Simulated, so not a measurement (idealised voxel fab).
Process module under the name voxel gate over fins
Each square cell in cross-section cut measures 5 nm, and the section as a whole is 165 nm wide.
Just so we're on the same page, the cross-sections are grids of square cells, and they're listed out in bands top to bottom, each band one or more rows deep.
Basically the band line says how high the top is and how high the bottom is, in nm, and then what's in it from left to right, every material with its width in nm. Empty space shows up as "air", and if a single material carries "all across" it runs the full band edge to edge.
Ref level 0: as-received wafer is one material below here. Bottom band extends down with no lower bound ("top 0, no bottom").
With a width like "30..40", each row of cells in the band differs from the next by the same amount, the top row carrying the first number and the bottom row the second.
The designation "remained the same", where it is given for a processing step, indicates that no cell of the cross-section was altered in the course of that step.
You'll see "Trapped voids" listing empty spaces that have no way open to the top, as long as they're 8 cells or more; the notation is width x height at distance, where the distance is from the left edge, and all of it is in nm.
Where a step's line continues beyond its settings, the continuation is a remark by the simulator itself on that step.
"overlay nm" on a masked step: distance the mask lay right of its planned place, negative for left.
Below is the list of planned process steps:
| 1 | RECEIVE, material Si |
| 2 | CONFORMAL_DEP, material SiN, thk nm 10 |
| 3 | MASKED_ETCH, tone cover, mask id FINS, width nm 15, pitch nm 55, etch materials SiN, depth nm 10, overlay nm 0 |
| 4 | MASKED_ETCH, tone cover, mask id FINS, width nm 15, pitch nm 55, etch materials Si, depth nm 30, overlay nm 0 |
| 5 | OXIDIZE, depth nm 5 |
| 6 | FILL_DEP, material SiO2, thk nm 5 |
| 7 | CMP, height nm 10 |
| 8 | DIRECTIONAL_DEP, material aC, thk nm 10 |
| 9 | PATTERN, tone open, mask id RAIL, material resist, width nm 15, thk nm 30, overlay nm 0 |
| 10 | DIRECTIONAL_ETCH, etch materials aC, depth nm 10 |
| 11 | STRIP, etch materials resist |
| 12 | DIRECTIONAL_ETCH, etch materials SiO2, depth nm 35 |
| 13 | STRIP, etch materials aC |
| 14 | CONFORMAL_DEP, material TiN, thk nm 5 |
| 15 | FILL_DEP, material W, thk nm 5 |
| 16 | CMP, height nm 10 |
| 17 | SELECTIVE_ETCH, etch materials W Ru TiN, depth nm 30 |
| 18 | FILL_DEP, material SiO2, thk nm 5 |
| 19 | CMP, height nm 10 |
| 20 | SELECTIVE_ETCH, etch materials SiO2, depth nm 20 |
| 21 | STRIP, etch materials SiN |
| 22 | CONFORMAL_DEP, material HfO2, thk nm 5 |
| 23 | CONFORMAL_DEP, material TiN, thk nm 5 |
| 24 | CONFORMAL_DEP, material TiAl, thk nm 5 |
| 25 | CONFORMAL_DEP, material TiN, thk nm 5 |
| 26 | FILL_DEP, material W, thk nm 10 |
| 27 | CMP, height nm 15 |
| 28 | CONFORMAL_DEP, material SiN, thk nm 10 |
Every wafer here starts from the same state; it is the step 27 height nm that distinguishes them, and the value the plan gives belongs to the first wafer.
Step 1 complete: as-received cross-section of the first of several wafers:
* top 0, no bottom | Si all across
* Trapped voids: none
First of several wafers in cross-section at module end, following the final step, step 28:
* top 25, bottom 15 | SiN all across
* top 15, bottom 10 | 30 nm W  5 nm TiN  35 nm TiAl  5 nm TiN  10 nm W  5 nm TiN  35 nm TiAl  5 nm TiN  35 nm W
* top 10, bottom 5 | 35 nm TiN  5 nm TiAl  25 nm TiN  5 nm TiAl  20 nm TiN  5 nm TiAl  25 nm TiN  5 nm TiAl  40 nm TiN
* top 5, bottom 0 | 40 nm TiAl  5 nm TiN  15 nm HfO2  5 nm TiN  30 nm TiAl  5 nm TiN  15 nm HfO2  5 nm TiN  45 nm TiAl
* top 0, bottom -5 | 45 nm TiN  5 nm HfO2  5 nm Si  5 nm HfO2  40 nm TiN  5 nm HfO2  5 nm Si  5 nm HfO2  50 nm TiN
* top -5, bottom -10 | 50 nm HfO2  5 nm Si  50 nm HfO2  5 nm Si  55 nm HfO2
* top -10, bottom -20 | 50 nm SiO2  5 nm Si  50 nm SiO2  5 nm Si  55 nm SiO2
* top -20, bottom -25 | 50 nm SiO2  5 nm Si  15 nm SiO2  15 nm TiN  20 nm SiO2  5 nm Si  55 nm SiO2
* top -25, bottom -35 | 50 nm SiO2  5 nm Si  50 nm SiO2  5 nm Si  55 nm SiO2
* top -35, no bottom | Si all across
* Trapped voids: none
Cross-sectional view, end of module, last wafer of several:
* top 40, bottom 30 | SiN all across
* top 30, bottom 20 | W all across
* top 20, bottom 15 | 30 nm W  45 nm TiN  10 nm W  45 nm TiN  35 nm W
* top 15, bottom 10 | 30 nm W  5 nm TiN  35 nm TiAl  5 nm TiN  10 nm W  5 nm TiN  35 nm TiAl  5 nm TiN  35 nm W
* top 10, bottom 5 | 35 nm TiN  5 nm TiAl  25 nm TiN  5 nm TiAl  20 nm TiN  5 nm TiAl  25 nm TiN  5 nm TiAl  40 nm TiN
* top 5, bottom 0 | 40 nm TiAl  5 nm TiN  15 nm HfO2  5 nm TiN  30 nm TiAl  5 nm TiN  15 nm HfO2  5 nm TiN  45 nm TiAl
* top 0, bottom -5 | 45 nm TiN  5 nm HfO2  5 nm Si  5 nm HfO2  40 nm TiN  5 nm HfO2  5 nm Si  5 nm HfO2  50 nm TiN
* top -5, bottom -10 | 50 nm HfO2  5 nm Si  50 nm HfO2  5 nm Si  55 nm HfO2
* top -10, bottom -20 | 50 nm SiO2  5 nm Si  50 nm SiO2  5 nm Si  55 nm SiO2
* top -20, bottom -25 | 50 nm SiO2  5 nm Si  15 nm SiO2  15 nm TiN  20 nm SiO2  5 nm Si  55 nm SiO2
* top -25, bottom -35 | 50 nm SiO2  5 nm Si  50 nm SiO2  5 nm Si  55 nm SiO2
* top -35, no bottom | Si all across
* Trapped voids: none
Below is a per-wafer table. In it, each row describes the wafer at the end of the module by giving, for each material, the number of cells gained (+) or lost (-) since the wafer was received, and after that the closed voids of the wafer:
height nm 15, +41 HfO2, -217 Si, +66 SiN, +152 SiO2, +41 TiAl, +67 TiN, +15 W, Trapped voids: none
height nm 20, +41 HfO2, -217 Si, +66 SiN, +152 SiO2, +41 TiAl, +85 TiN, +30 W, Trapped voids: none
height nm 25, +41 HfO2, -217 Si, +66 SiN, +152 SiO2, +41 TiAl, +85 TiN, +63 W, Trapped voids: none
height nm 30, +41 HfO2, -217 Si, +66 SiN, +152 SiO2, +41 TiAl, +85 TiN, +96 W, Trapped voids: none
